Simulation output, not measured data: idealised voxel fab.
The document below concerns the process module designated voxel wiring stack.
In the cross-section labelled cut, the width is 240 nm and each square cell is 5 nm.
Each cross-section below is a grid of square cells, stated as bands in top-down order, with one or more rows of cells making up each band. Heads up on the band format: heights come first, top then bottom, in nm. After that it's the materials left to right, each with its width in nm. A single material flagged "all across" fills the whole band edge to edge, and "blank" means there's empty space there. Note: height 0 marks the level under which the wafer is uniformly one material as received. Lowest band unbounded below, written "0..down". The notation "30..40" denotes a width that varies across the rows of cells in the band, beginning at the first number in the top row, finishing at the second number in the bottom row, and changing by an identical amount from each row to the next. What does "no modification" mean for a step? It means no cell of the cross-section changed in that step. "Closed void list" lists enclosed empty spaces (at least 8 cells, no open path upward to the top), each as width x height at distance from the left edge, in nm. Text after the settings on a step's line: the simulator's own remark on that step. A step's line can hold "overlay nm"; with a mask on that step, the setting says how far right of the planned place the mask lay, while a negative setting says it lay to the left.

Here's what the planned process steps look like
- 1: RECEIVE [material Si]
- 2: CONFORMAL_DEP [material SiO2] [thk nm 10]
- 3: DIRECTIONAL_DEP [material TiN] [thk nm 5]
- 4: DIRECTIONAL_DEP [material Ru] [thk nm 15]
- 5: PATTERN [tone cover] [mask id METAL_1] [material resist] [width nm 20] [pitch nm 45] [thk nm 20] [overlay nm 0]
- 6: DIRECTIONAL_ETCH [etch materials Ru] [depth nm 15]
- 7: DIRECTIONAL_ETCH [etch materials TiN] [depth nm 5]
- 8: STRIP [etch materials resist]
- 9: FILL_DEP [material SiO2] [thk nm 10]
- 10: CMP [height nm 30]
- 11: CONFORMAL_DEP [material SiCN] [thk nm 5]
- 12: DIRECTIONAL_DEP [material SiO2] [thk nm 25]
- 13: PATTERN [tone open] [mask id METAL_2_HOLES] [material resist] [width nm 15] [pitch nm 45] [thk nm 20] [overlay nm 0]
- 14: DIRECTIONAL_ETCH [etch materials SiO2] [depth nm 25]
- 15: STRIP [etch materials resist]
- 16: DIRECTIONAL_DEP [material aC] [thk nm 15]
- 17: PATTERN [tone open] [mask id METAL_2] [material resist] [width nm 20] [pitch nm 45] [thk nm 35] [overlay nm 0]
- 18: DIRECTIONAL_ETCH [etch materials aC] [depth nm 15]
- 19: STRIP [etch materials resist]
- 20: DIRECTIONAL_ETCH [etch materials SiO2] [depth nm 15]
- 21: DIRECTIONAL_ETCH [etch materials SiCN] [depth nm 5]
- 22: STRIP [etch materials aC]
- 23: CONFORMAL_DEP [material TiN] [thk nm 5]
- 24: FILL_DEP [material Cu] [thk nm 10]
- 25: CMP [height nm 60]
- 26: CONFORMAL_DEP [material SiCN] [thk nm 5]
- 27: DIRECTIONAL_DEP [material SiO2] [thk nm 15]
- 28: DIRECTIONAL_DEP [material aC] [thk nm 10]
- 29: PATTERN [tone open] [mask id PLUG_2] [material resist] [width nm 15] [pitch nm 90] [thk nm 25] [overlay nm 0]
- 30: DIRECTIONAL_ETCH [etch materials aC] [depth nm 10]
- 31: STRIP [etch materials resist]
- 32: DIRECTIONAL_ETCH [etch materials SiO2] [depth nm 15]
- 33: DIRECTIONAL_ETCH [etch materials SiCN] [depth nm 5]
- 34: STRIP [etch materials aC]
- 35: CONFORMAL_DEP [material TiN] [thk nm 5]
- 36: FILL_DEP [material Ru] [thk nm 10]
- 37: CMP [height nm 80]
- 38: CONFORMAL_DEP [material SiN] [thk nm 5]
- 39: DIRECTIONAL_DEP [material SiO2] [thk nm 15]
- 40: PATTERN [tone open] [mask id METAL_3] [material resist] [width nm 20] [pitch nm 45] [thk nm 20] [overlay nm 0]
- 41: DIRECTIONAL_ETCH [etch materials SiO2] [depth nm 15]
- 42: DIRECTIONAL_ETCH [etch materials SiN] [depth nm 5]
- 43: STRIP [etch materials resist]
- 44: CONFORMAL_DEP [material TiN] [thk nm 5]
- 45: FILL_DEP [material Ru] [thk nm 10]
- 46: CMP [height nm 100]
- 47: EPI [material Ru] [thk nm 5]
- 48: FILL_DEP [material SiCN] [thk nm 5]

First of two wafers, processed according to plan

Cross-section: wafer on arrival = after step 1
  0..down = Si all across
  Closed void list: none

Take a look at the wafer's cross-section after step 2
  10..0 = SiO2 all across
  Rest of section, below 0: as before.

Take a look at the wafer's cross-section after step 3
  15..10 = TiN all across
  Rest of section, below 10: as before.

Take a look at the wafer's cross-section after step 4
  30..15 = Ru all across
  Rest of section, below 15: as before.

Take a look at the wafer's cross-section after step 5
  50..30 = 40 blank; 20 resist; 25 blank; 20 resist; 25 blank; 20 resist; 25 blank; 20 resist; 45 blank
  Rest of section, below 30: as before.

Take a look at the wafer's cross-section after step 6
  50..30 = 40 blank; 20 resist; 25 blank; 20 resist; 25 blank; 20 resist; 25 blank; 20 resist; 45 blank
  30..15 = 40 blank; 20 Ru; 25 blank; 20 Ru; 25 blank; 20 Ru; 25 blank; 20 Ru; 45 blank
  Rest of section, below 15: as before.

Take a look at the wafer's cross-section after step 7
  50..30 = 40 blank; 20 resist; 25 blank; 20 resist; 25 blank; 20 resist; 25 blank; 20 resist; 45 blank
  30..15 = 40 blank; 20 Ru; 25 blank; 20 Ru; 25 blank; 20 Ru; 25 blank; 20 Ru; 45 blank
  15..10 = 40 blank; 20 TiN; 25 blank; 20 TiN; 25 blank; 20 TiN; 25 blank; 20 TiN; 45 blank
  Rest of section, below 10: as before.

Take a look at the wafer's cross-section after step 8
  30..15 = 40 blank; 20 Ru; 25 blank; 20 Ru; 25 blank; 20 Ru; 25 blank; 20 Ru; 45 blank
  Rest of section, below 15: as before.

Take a look at the wafer's cross-section after step 9
  40..30 = SiO2 all across
  30..15 = 40 SiO2; 20 Ru; 25 SiO2; 20 Ru; 25 SiO2; 20 Ru; 25 SiO2; 20 Ru; 45 SiO2
  15..10 = 40 SiO2; 20 TiN; 25 SiO2; 20 TiN; 25 SiO2; 20 TiN; 25 SiO2; 20 TiN; 45 SiO2
  Rest of section, below 10: as before.

Take a look at the wafer's cross-section after step 10
  30..15 = 40 SiO2; 20 Ru; 25 SiO2; 20 Ru; 25 SiO2; 20 Ru; 25 SiO2; 20 Ru; 45 SiO2
  Rest of section, below 15: as before.

Take a look at the wafer's cross-section after step 11
  35..30 = SiCN all across
  Rest of section, below 30: as before.

Take a look at the wafer's cross-section after step 12
  60..35 = SiO2 all across
  Rest of section, below 35: as before.

Take a look at the wafer's cross-section after step 13
  80..60 = 40 resist; 15 blank; 30 resist; 15 blank; 30 resist; 15 blank; 30 resist; 15 blank; 50 resist
  Rest of section, below 60: as before.

Take a look at the wafer's cross-section after step 14
  80..60 = 40 resist; 15 blank; 30 resist; 15 blank; 30 resist; 15 blank; 30 resist; 15 blank; 50 resist
  60..35 = 40 SiO2; 15 blank; 30 SiO2; 15 blank; 30 SiO2; 15 blank; 30 SiO2; 15 blank; 50 SiO2
  Rest of section, below 35: as before.

Take a look at the wafer's cross-section after step 15
  60..35 = 40 SiO2; 15 blank; 30 SiO2; 15 blank; 30 SiO2; 15 blank; 30 SiO2; 15 blank; 50 SiO2
  Rest of section, below 35: as before.

Take a look at the wafer's cross-section after step 16
  75..60 = 40 aC; 15 blank; 30 aC; 15 blank; 30 aC; 15 blank; 30 aC; 15 blank; 50 aC
  60..50 = 40 SiO2; 15 blank; 30 SiO2; 15 blank; 30 SiO2; 15 blank; 30 SiO2; 15 blank; 50 SiO2
  50..35 = 40 SiO2; 15 aC; 30 SiO2; 15 aC; 30 SiO2; 15 aC; 30 SiO2; 15 aC; 50 SiO2
  Rest of section, below 35: as before.

Take a look at the wafer's cross-section after step 17
  110..75 = 40 resist; 20 blank; 25 resist; 20 blank; 25 resist; 20 blank; 25 resist; 20 blank; 45 resist
  Rest of section, below 75: as before.

Take a look at the wafer's cross-section after step 18
  95..75 = 40 resist; 20 blank; 25 resist; 20 blank; 25 resist; 20 blank; 25 resist; 20 blank; 45 resist
  75..60 = 40 aC; 20 blank; 25 aC; 20 blank; 25 aC; 20 blank; 25 aC; 20 blank; 45 aC
  60..35 = 40 SiO2; 15 blank; 30 SiO2; 15 blank; 30 SiO2; 15 blank; 30 SiO2; 15 blank; 50 SiO2
  Rest of section, below 35: as before.

Take a look at the wafer's cross-section after step 19
  75..60 = 40 aC; 20 blank; 25 aC; 20 blank; 25 aC; 20 blank; 25 aC; 20 blank; 45 aC
  Rest of section, below 60: as before.

Take a look at the wafer's cross-section after step 20
  75..60 = 40 aC; 20 blank; 25 aC; 20 blank; 25 aC; 20 blank; 25 aC; 20 blank; 45 aC
  60..45 = 40 SiO2; 20 blank; 25 SiO2; 20 blank; 25 SiO2; 20 blank; 25 SiO2; 20 blank; 45 SiO2
  Rest of section, below 45: as before.

Take a look at the wafer's cross-section after step 21
  75..60 = 40 aC; 20 blank; 25 aC; 20 blank; 25 aC; 20 blank; 25 aC; 20 blank; 45 aC
  60..45 = 40 SiO2; 20 blank; 25 SiO2; 20 blank; 25 SiO2; 20 blank; 25 SiO2; 20 blank; 45 SiO2
  45..35 = 40 SiO2; 15 blank; 30 SiO2; 15 blank; 30 SiO2; 15 blank; 30 SiO2; 15 blank; 50 SiO2
  35..30 = 40 SiCN; 15 blank; 30 SiCN; 15 blank; 30 SiCN; 15 blank; 30 SiCN; 15 blank; 50 SiCN
  Rest of section, below 30: as before.

Take a look at the wafer's cross-section after step 22
  60..45 = 40 SiO2; 20 blank; 25 SiO2; 20 blank; 25 SiO2; 20 blank; 25 SiO2; 20 blank; 45 SiO2
  Rest of section, below 45: as before.

Take a look at the wafer's cross-section after step 23
  65..60 = 45 TiN; 10 blank; 35 TiN; 10 blank; 35 TiN; 10 blank; 35 TiN; 10 blank; 50 TiN
  60..50 = 40 SiO2; 5 TiN; 10 blank; 5 TiN; 25 SiO2; 5 TiN; 10 blank; 5 TiN; 25 SiO2; 5 TiN; 10 blank; 5 TiN; 25 SiO2; 5 TiN; 10 blank; 5 TiN; 45 SiO2
  50..45 = 40 SiO2; 5 TiN; 5 blank; 10 TiN; 25 SiO2; 5 TiN; 5 blank; 10 TiN; 25 SiO2; 5 TiN; 5 blank; 10 TiN; 25 SiO2; 5 TiN; 5 blank; 10 TiN; 45 SiO2
  45..35 = 40 SiO2; 5 TiN; 5 blank; 5 TiN; 30 SiO2; 5 TiN; 5 blank; 5 TiN; 30 SiO2; 5 TiN; 5 blank; 5 TiN; 30 SiO2; 5 TiN; 5 blank; 5 TiN; 50 SiO2
  35..30 = 40 SiCN; 15 TiN; 30 SiCN; 15 TiN; 30 SiCN; 15 TiN; 30 SiCN; 15 TiN; 50 SiCN
  Rest of section, below 30: as before.

Take a look at the wafer's cross-section after step 24
  75..65 = Cu all across
  65..60 = 45 TiN; 10 Cu; 35 TiN; 10 Cu; 35 TiN; 10 Cu; 35 TiN; 10 Cu; 50 TiN
  60..50 = 40 SiO2; 5 TiN; 10 Cu; 5 TiN; 25 SiO2; 5 TiN; 10 Cu; 5 TiN; 25 SiO2; 5 TiN; 10 Cu; 5 TiN; 25 SiO2; 5 TiN; 10 Cu; 5 TiN; 45 SiO2
  50..45 = 40 SiO2; 5 TiN; 5 Cu; 10 TiN; 25 SiO2; 5 TiN; 5 Cu; 10 TiN; 25 SiO2; 5 TiN; 5 Cu; 10 TiN; 25 SiO2; 5 TiN; 5 Cu; 10 TiN; 45 SiO2
  45..35 = 40 SiO2; 5 TiN; 5 Cu; 5 TiN; 30 SiO2; 5 TiN; 5 Cu; 5 TiN; 30 SiO2; 5 TiN; 5 Cu; 5 TiN; 30 SiO2; 5 TiN; 5 Cu; 5 TiN; 50 SiO2
  Rest of section, below 35: as before.

Take a look at the wafer's cross-section after step 25
  60..50 = 40 SiO2; 5 TiN; 10 Cu; 5 TiN; 25 SiO2; 5 TiN; 10 Cu; 5 TiN; 25 SiO2; 5 TiN; 10 Cu; 5 TiN; 25 SiO2; 5 TiN; 10 Cu; 5 TiN; 45 SiO2
  Rest of section, below 50: as before.

Take a look at the wafer's cross-section after step 26
  65..60 = SiCN all across
  Rest of section, below 60: as before.

Take a look at the wafer's cross-section after step 27
  80..65 = SiO2 all across
  Rest of section, below 65: as before.

Take a look at the wafer's cross-section after step 28
  90..80 = aC all across
  Rest of section, below 80: as before.

Take a look at the wafer's cross-section after step 29
  115..90 = 40 resist; 15 blank; 75 resist; 15 blank; 95 resist
  Rest of section, below 90: as before.

Take a look at the wafer's cross-section after step 30
  105..90 = 40 resist; 15 blank; 75 resist; 15 blank; 95 resist
  90..80 = 40 aC; 15 blank; 75 aC; 15 blank; 95 aC
  Rest of section, below 80: as before.

Take a look at the wafer's cross-section after step 31
  90..80 = 40 aC; 15 blank; 75 aC; 15 blank; 95 aC
  Rest of section, below 80: as before.

Take a look at the wafer's cross-section after step 32
  90..80 = 40 aC; 15 blank; 75 aC; 15 blank; 95 aC
  80..65 = 40 SiO2; 15 blank; 75 SiO2; 15 blank; 95 SiO2
  Rest of section, below 65: as before.

Take a look at the wafer's cross-section after step 33
  90..80 = 40 aC; 15 blank; 75 aC; 15 blank; 95 aC
  80..65 = 40 SiO2; 15 blank; 75 SiO2; 15 blank; 95 SiO2
  65..60 = 40 SiCN; 15 blank; 75 SiCN; 15 blank; 95 SiCN
  Rest of section, below 60: as before.

Take a look at the wafer's cross-section after step 34
  80..65 = 40 SiO2; 15 blank; 75 SiO2; 15 blank; 95 SiO2
  Rest of section, below 65: as before.

Take a look at the wafer's cross-section after step 35
  85..80 = 45 TiN; 5 blank; 85 TiN; 5 blank; 100 TiN
  80..65 = 40 SiO2; 5 TiN; 5 blank; 5 TiN; 75 SiO2; 5 TiN; 5 blank; 5 TiN; 95 SiO2
  65..60 = 40 SiCN; 15 TiN; 75 SiCN; 15 TiN; 95 SiCN
  Rest of section, below 60: as before.

Take a look at the wafer's cross-section after step 36
  95..85 = Ru all across
  85..80 = 45 TiN; 5 Ru; 85 TiN; 5 Ru; 100 TiN
  80..65 = 40 SiO2; 5 TiN; 5 Ru; 5 TiN; 75 SiO2; 5 TiN; 5 Ru; 5 TiN; 95 SiO2
  Rest of section, below 65: as before.

Take a look at the wafer's cross-section after step 37
  80..65 = 40 SiO2; 5 TiN; 5 Ru; 5 TiN; 75 SiO2; 5 TiN; 5 Ru; 5 TiN; 95 SiO2
  Rest of section, below 65: as before.

Take a look at the wafer's cross-section after step 38
  85..80 = SiN all across
  Rest of section, below 80: as before.

Take a look at the wafer's cross-section after step 39
  100..85 = SiO2 all across
  Rest of section, below 85: as before.

Take a look at the wafer's cross-section after step 40
  120..100 = 40 resist; 20 blank; 25 resist; 20 blank; 25 resist; 20 blank; 25 resist; 20 blank; 45 resist
  Rest of section, below 100: as before.

Take a look at the wafer's cross-section after step 41
  120..100 = 40 resist; 20 blank; 25 resist; 20 blank; 25 resist; 20 blank; 25 resist; 20 blank; 45 resist
  100..85 = 40 SiO2; 20 blank; 25 SiO2; 20 blank; 25 SiO2; 20 blank; 25 SiO2; 20 blank; 45 SiO2
  Rest of section, below 85: as before.

Take a look at the wafer's cross-section after step 42
  120..100 = 40 resist; 20 blank; 25 resist; 20 blank; 25 resist; 20 blank; 25 resist; 20 blank; 45 resist
  100..85 = 40 SiO2; 20 blank; 25 SiO2; 20 blank; 25 SiO2; 20 blank; 25 SiO2; 20 blank; 45 SiO2
  85..80 = 40 SiN; 20 blank; 25 SiN; 20 blank; 25 SiN; 20 blank; 25 SiN; 20 blank; 45 SiN
  Rest of section, below 80: as before.

Take a look at the wafer's cross-section after step 43
  100..85 = 40 SiO2; 20 blank; 25 SiO2; 20 blank; 25 SiO2; 20 blank; 25 SiO2; 20 blank; 45 SiO2
  Rest of section, below 85: as before.

Take a look at the wafer's cross-section after step 44
  105..100 = 45 TiN; 10 blank; 35 TiN; 10 blank; 35 TiN; 10 blank; 35 TiN; 10 blank; 50 TiN
  100..85 = 40 SiO2; 5 TiN; 10 blank; 5 TiN; 25 SiO2; 5 TiN; 10 blank; 5 TiN; 25 SiO2; 5 TiN; 10 blank; 5 TiN; 25 SiO2; 5 TiN; 10 blank; 5 TiN; 45 SiO2
  85..80 = 40 SiN; 20 TiN; 25 SiN; 20 TiN; 25 SiN; 20 TiN; 25 SiN; 20 TiN; 45 SiN
  Rest of section, below 80: as before.

Take a look at the wafer's cross-section after step 45
  115..105 = Ru all across
  105..100 = 45 TiN; 10 Ru; 35 TiN; 10 Ru; 35 TiN; 10 Ru; 35 TiN; 10 Ru; 50 TiN
  100..85 = 40 SiO2; 5 TiN; 10 Ru; 5 TiN; 25 SiO2; 5 TiN; 10 Ru; 5 TiN; 25 SiO2; 5 TiN; 10 Ru; 5 TiN; 25 SiO2; 5 TiN; 10 Ru; 5 TiN; 45 SiO2
  Rest of section, below 85: as before.

Take a look at the wafer's cross-section after step 46
  100..85 = 40 SiO2; 5 TiN; 10 Ru; 5 TiN; 25 SiO2; 5 TiN; 10 Ru; 5 TiN; 25 SiO2; 5 TiN; 10 Ru; 5 TiN; 25 SiO2; 5 TiN; 10 Ru; 5 TiN; 45 SiO2
  Rest of section, below 85: as before.

Take a look at the wafer's cross-section after step 47
  105..100 = 35 blank; 30 Ru; 15 blank; 30 Ru; 15 blank; 30 Ru; 15 blank; 30 Ru; 40 blank
  Rest of section, below 100: as before.

Take a look at the wafer's cross-section after step 48
  110..105 = SiCN all across
  105..100 = 35 SiCN; 30 Ru; 15 SiCN; 30 Ru; 15 SiCN; 30 Ru; 15 SiCN; 30 Ru; 40 SiCN
  Rest of section, below 100: as before.

Second wafer, same starting state and plan as the first, one mistake in the run, identical through step 28

Here is the second wafer in cross-section at the point where step 29 of the plan should have been done
  115..90 = 45 resist; 15 blank; 75 resist; 15 blank; 90 resist
  Rest of section, below 90: as before.

Here is the second wafer in cross-section at the point where step 30 of the plan should have been done
  105..90 = 45 resist; 15 blank; 75 resist; 15 blank; 90 resist
  90..80 = 45 aC; 15 blank; 75 aC; 15 blank; 90 aC
  Rest of section, below 80: as before.

Here is the second wafer in cross-section at the point where step 31 of the plan should have been done
  90..80 = 45 aC; 15 blank; 75 aC; 15 blank; 90 aC
  Rest of section, below 80: as before.

Here is the second wafer in cross-section at the point where step 32 of the plan should have been done
  90..80 = 45 aC; 15 blank; 75 aC; 15 blank; 90 aC
  80..65 = 45 SiO2; 15 blank; 75 SiO2; 15 blank; 90 SiO2
  Rest of section, below 65: as before.

Here is the second wafer in cross-section at the point where step 33 of the plan should have been done
  90..80 = 45 aC; 15 blank; 75 aC; 15 blank; 90 aC
  80..65 = 45 SiO2; 15 blank; 75 SiO2; 15 blank; 90 SiO2
  65..60 = 45 SiCN; 15 blank; 75 SiCN; 15 blank; 90 SiCN
  Rest of section, below 60: as before.

Here is the second wafer in cross-section at the point where step 34 of the plan should have been done
  80..65 = 45 SiO2; 15 blank; 75 SiO2; 15 blank; 90 SiO2
  Rest of section, below 65: as before.

Here is the second wafer in cross-section at the point where step 35 of the plan should have been done
  85..80 = 50 TiN; 5 blank; 85 TiN; 5 blank; 95 TiN
  80..65 = 45 SiO2; 5 TiN; 5 blank; 5 TiN; 75 SiO2; 5 TiN; 5 blank; 5 TiN; 90 SiO2
  65..60 = 45 SiCN; 15 TiN; 75 SiCN; 15 TiN; 90 SiCN
  Rest of section, below 60: as before.

Here is the second wafer in cross-section at the point where step 36 of the plan should have been done
  95..85 = Ru all across
  85..80 = 50 TiN; 5 Ru; 85 TiN; 5 Ru; 95 TiN
  80..65 = 45 SiO2; 5 TiN; 5 Ru; 5 TiN; 75 SiO2; 5 TiN; 5 Ru; 5 TiN; 90 SiO2
  Rest of section, below 65: as before.

Here is the second wafer in cross-section at the point where step 37 of the plan should have been done
  80..65 = 45 SiO2; 5 TiN; 5 Ru; 5 TiN; 75 SiO2; 5 TiN; 5 Ru; 5 TiN; 90 SiO2
  Rest of section, below 65: as before.

Here is the second wafer in cross-section at the point where step 38 of the plan should have been done
  85..80 = SiN all across
  Rest of section, below 80: as before.

Here is the second wafer in cross-section at the point where step 39 of the plan should have been done
  100..85 = SiO2 all across
  Rest of section, below 85: as before.

Here is the second wafer in cross-section at the point where step 40 of the plan should have been done
  120..100 = 40 resist; 20 blank; 25 resist; 20 blank; 25 resist; 20 blank; 25 resist; 20 blank; 45 resist
  Rest of section, below 100: as before.

Here is the second wafer in cross-section at the point where step 41 of the plan should have been done
  120..100 = 40 resist; 20 blank; 25 resist; 20 blank; 25 resist; 20 blank; 25 resist; 20 blank; 45 resist
  100..85 = 40 SiO2; 20 blank; 25 SiO2; 20 blank; 25 SiO2; 20 blank; 25 SiO2; 20 blank; 45 SiO2
  Rest of section, below 85: as before.

Here is the second wafer in cross-section at the point where step 42 of the plan should have been done
  120..100 = 40 resist; 20 blank; 25 resist; 20 blank; 25 resist; 20 blank; 25 resist; 20 blank; 45 resist
  100..85 = 40 SiO2; 20 blank; 25 SiO2; 20 blank; 25 SiO2; 20 blank; 25 SiO2; 20 blank; 45 SiO2
  85..80 = 40 SiN; 20 blank; 25 SiN; 20 blank; 25 SiN; 20 blank; 25 SiN; 20 blank; 45 SiN
  Rest of section, below 80: as before.

Here is the second wafer in cross-section at the point where step 43 of the plan should have been done
  100..85 = 40 SiO2; 20 blank; 25 SiO2; 20 blank; 25 SiO2; 20 blank; 25 SiO2; 20 blank; 45 SiO2
  Rest of section, below 85: as before.

Here is the second wafer in cross-section at the point where step 44 of the plan should have been done
  105..100 = 45 TiN; 10 blank; 35 TiN; 10 blank; 35 TiN; 10 blank; 35 TiN; 10 blank; 50 TiN
  100..85 = 40 SiO2; 5 TiN; 10 blank; 5 TiN; 25 SiO2; 5 TiN; 10 blank; 5 TiN; 25 SiO2; 5 TiN; 10 blank; 5 TiN; 25 SiO2; 5 TiN; 10 blank; 5 TiN; 45 SiO2
  85..80 = 40 SiN; 20 TiN; 25 SiN; 20 TiN; 25 SiN; 20 TiN; 25 SiN; 20 TiN; 45 SiN
  Rest of section, below 80: as before.

Here is the second wafer in cross-section at the point where step 45 of the plan should have been done
  115..105 = Ru all across
  105..100 = 45 TiN; 10 Ru; 35 TiN; 10 Ru; 35 TiN; 10 Ru; 35 TiN; 10 Ru; 50 TiN
  100..85 = 40 SiO2; 5 TiN; 10 Ru; 5 TiN; 25 SiO2; 5 TiN; 10 Ru; 5 TiN; 25 SiO2; 5 TiN; 10 Ru; 5 TiN; 25 SiO2; 5 TiN; 10 Ru; 5 TiN; 45 SiO2
  Rest of section, below 85: as before.

Here is the second wafer in cross-section at the point where step 46 of the plan should have been done
  100..85 = 40 SiO2; 5 TiN; 10 Ru; 5 TiN; 25 SiO2; 5 TiN; 10 Ru; 5 TiN; 25 SiO2; 5 TiN; 10 Ru; 5 TiN; 25 SiO2; 5 TiN; 10 Ru; 5 TiN; 45 SiO2
  Rest of section, below 85: as before.

Here is the second wafer in cross-section at the point where step 47 of the plan should have been done
  105..100 = 35 blank; 30 Ru; 15 blank; 30 Ru; 15 blank; 30 Ru; 15 blank; 30 Ru; 40 blank
  Rest of section, below 100: as before.

Here is the second wafer in cross-section at the point where step 48 of the plan should have been done
  110..105 = SiCN all across
  105..100 = 35 SiCN; 30 Ru; 15 SiCN; 30 Ru; 15 SiCN; 30 Ru; 15 SiCN; 30 Ru; 40 SiCN
  Rest of section, below 100: as before.
Processing error: note that step 29 departed from the planned setting and was carried out as PATTERN [tone open] [mask id PLUG_2] [material resist] [width nm 15] [pitch nm 90] [thk nm 25] [overlay nm 5]
At the close, every material occupies the same number of cells on the second wafer as on the first, only in different positions.
